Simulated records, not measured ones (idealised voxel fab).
The document below concerns the process module designated voxel released beams.
Square cells of 5 nm make up the cross-section cut, whose width is 260 nm.
In what follows, cross-sections appear as grids of square cells, described through bands that run from the top down, where every band is one or more rows of cells. Top height, bottom height, nm. Materials left to right, width each, nm. Single material + "full width" = fills band edge to edge. "blank" = empty. We count height from 0. Below that, the starting wafer is all one material. The lowest band never ends at the bottom but goes on down; see "from 0 down" for how that is written. So if you see something like "30 to 40" for the width, read it as the top row of the band sitting at the first number and the bottom row at the second, with every row in between moving by the same amount as the last. Where the words "nothing got changed" appear for a step, the cross-section shows no cell changed by that step; every cell remained as before. Heads up: "Sealed void listing" only lists the empty pockets with no open path to the top that are 8 cells or more, and it writes them as width x height at distance, distance from the left edge, in nm. The remark found on a step's line after its settings is issued by the simulator itself and pertains to that step. A step line may carry the setting "overlay nm", which, for steps involving a mask, states the distance by which the mask lay to the right of its intended position; negative values denote displacement to the left.
The steps planned for the process are as follows:
1: RECEIVE (material Si)
2: CONFORMAL_DEP (material Al2O3; thk nm 5)
3: DIRECTIONAL_DEP (material SiO2; thk nm 10)
4: PATTERN (tone open; mask id ANCHOR; material resist; width nm 35; thk nm 20; overlay nm 0)
5: DIRECTIONAL_ETCH (etch materials SiO2; depth nm 10)
6: STRIP (etch materials resist)
7: CONFORMAL_DEP (material SiN; thk nm 10)
8: DIRECTIONAL_DEP (material aC; thk nm 15)
9: PATTERN (tone cover; mask id BEAM; material resist; width nm 90; thk nm 35; overlay nm 0)
10: DIRECTIONAL_ETCH (etch materials aC; depth nm 15)
11: STRIP (etch materials resist)
12: DIRECTIONAL_ETCH (etch materials SiN; depth nm 10)
13: STRIP (etch materials aC)
14: STRIP (etch materials SiO2)
First of two wafers: run as planned:
Received-state cross-section, reflecting completion of step 1:
* from 0 down: Si full width
* Sealed void listing: none
After step 2, in cross-section:
* from 5 to 0: Al2O3 full width
* At heights below 0, the structure remains unaltered.
After step 3, in cross-section:
* from 15 to 5: SiO2 full width
* At heights below 5, the structure remains unaltered.
After step 4, in cross-section:
* from 35 to 15: 85 of resist  35 of blank  140 of resist
* At heights below 15, the structure remains unaltered.
After step 5, in cross-section:
* from 35 to 15: 85 of resist  35 of blank  140 of resist
* from 15 to 5: 85 of SiO2  35 of blank  140 of SiO2
* At heights below 5, the structure remains unaltered.
After step 6, in cross-section:
* from 15 to 5: 85 of SiO2  35 of blank  140 of SiO2
* At heights below 5, the structure remains unaltered.
After step 7, in cross-section:
* from 25 to 15: 95 of SiN  15 of blank  150 of SiN
* from 15 to 5: 85 of SiO2  35 of SiN  140 of SiO2
* At heights below 5, the structure remains unaltered.
After step 8, in cross-section:
* from 40 to 30: 95 of aC  15 of blank  150 of aC
* from 30 to 25: aC full width
* from 25 to 15: 95 of SiN  15 of aC  150 of SiN
* At heights below 15, the structure remains unaltered.
After step 9, in cross-section:
* from 75 to 40: 80 of blank  90 of resist  90 of blank
* from 40 to 30: 95 of aC  15 of resist  150 of aC
* At heights below 30, the structure remains unaltered.
After step 10, in cross-section:
* from 60 to 40: 80 of blank  90 of resist  90 of blank
* from 40 to 30: 80 of blank  15 of aC  15 of resist  60 of aC  90 of blank
* from 30 to 25: 80 of blank  90 of aC  90 of blank
* At heights below 25, the structure remains unaltered.
After step 11, in cross-section:
* from 40 to 30: 80 of blank  15 of aC  15 of blank  60 of aC  90 of blank
* At heights below 30, the structure remains unaltered.
After step 12, in cross-section:
* from 40 to 30: 80 of blank  15 of aC  15 of blank  60 of aC  90 of blank
* from 30 to 25: 80 of blank  90 of aC  90 of blank
* from 25 to 15: 80 of blank  15 of SiN  15 of aC  60 of SiN  90 of blank
* At heights below 15, the structure remains unaltered.
After step 13, in cross-section:
* from 25 to 15: 80 of blank  15 of SiN  15 of blank  60 of SiN  90 of blank
* At heights below 15, the structure remains unaltered.
After step 14, in cross-section:
* from 25 to 15: 80 of blank  15 of SiN  15 of blank  60 of SiN  90 of blank
* from 15 to 5: 85 of blank  35 of SiN  140 of blank
* At heights below 5, the structure remains unaltered.
The remaining wafer, second of the two, started like the first and was run to the same plan, except that one mistake was made along the way; the two coincide through step 1, inclusive:
when step 2 should have ended: nothing got changed
when step 3 should have ended:
* from 10 to 0: SiO2 full width
* At heights below 0, the structure remains unaltered.
when step 4 should have ended:
* from 30 to 10: 85 of resist  35 of blank  140 of resist
* At heights below 10, the structure remains unaltered.
when step 5 should have ended:
* from 30 to 10: 85 of resist  35 of blank  140 of resist
* from 10 to 0: 85 of SiO2  35 of blank  140 of SiO2
* At heights below 0, the structure remains unaltered.
when step 6 should have ended:
* from 10 to 0: 85 of SiO2  35 of blank  140 of SiO2
* At heights below 0, the structure remains unaltered.
when step 7 should have ended:
* from 20 to 10: 95 of SiN  15 of blank  150 of SiN
* from 10 to 0: 85 of SiO2  35 of SiN  140 of SiO2
* At heights below 0, the structure remains unaltered.
when step 8 should have ended:
* from 35 to 25: 95 of aC  15 of blank  150 of aC
* from 25 to 20: aC full width
* from 20 to 10: 95 of SiN  15 of aC  150 of SiN
* At heights below 10, the structure remains unaltered.
when step 9 should have ended:
* from 70 to 35: 80 of blank  90 of resist  90 of blank
* from 35 to 25: 95 of aC  15 of resist  150 of aC
* At heights below 25, the structure remains unaltered.
when step 10 should have ended:
* from 55 to 35: 80 of blank  90 of resist  90 of blank
* from 35 to 25: 80 of blank  15 of aC  15 of resist  60 of aC  90 of blank
* from 25 to 20: 80 of blank  90 of aC  90 of blank
* At heights below 20, the structure remains unaltered.
when step 11 should have ended:
* from 35 to 25: 80 of blank  15 of aC  15 of blank  60 of aC  90 of blank
* At heights below 25, the structure remains unaltered.
when step 12 should have ended:
* from 35 to 25: 80 of blank  15 of aC  15 of blank  60 of aC  90 of blank
* from 25 to 20: 80 of blank  90 of aC  90 of blank
* from 20 to 10: 80 of blank  15 of SiN  15 of aC  60 of SiN  90 of blank
* At heights below 10, the structure remains unaltered.
when step 13 should have ended:
* from 20 to 10: 80 of blank  15 of SiN  15 of blank  60 of SiN  90 of blank
* At heights below 10, the structure remains unaltered.
when step 14 should have ended:
* from 20 to 10: 80 of blank  15 of SiN  15 of blank  60 of SiN  90 of blank
* from 10 to 0: 85 of blank  35 of SiN  140 of blank
* At heights below 0, the structure remains unaltered.
Processing error: it should be noted that step 2 of the plan was omitted and was not performed
Wafer comparison, final, in cells, second relative to first, materials more or fewer: -52 Al2O3
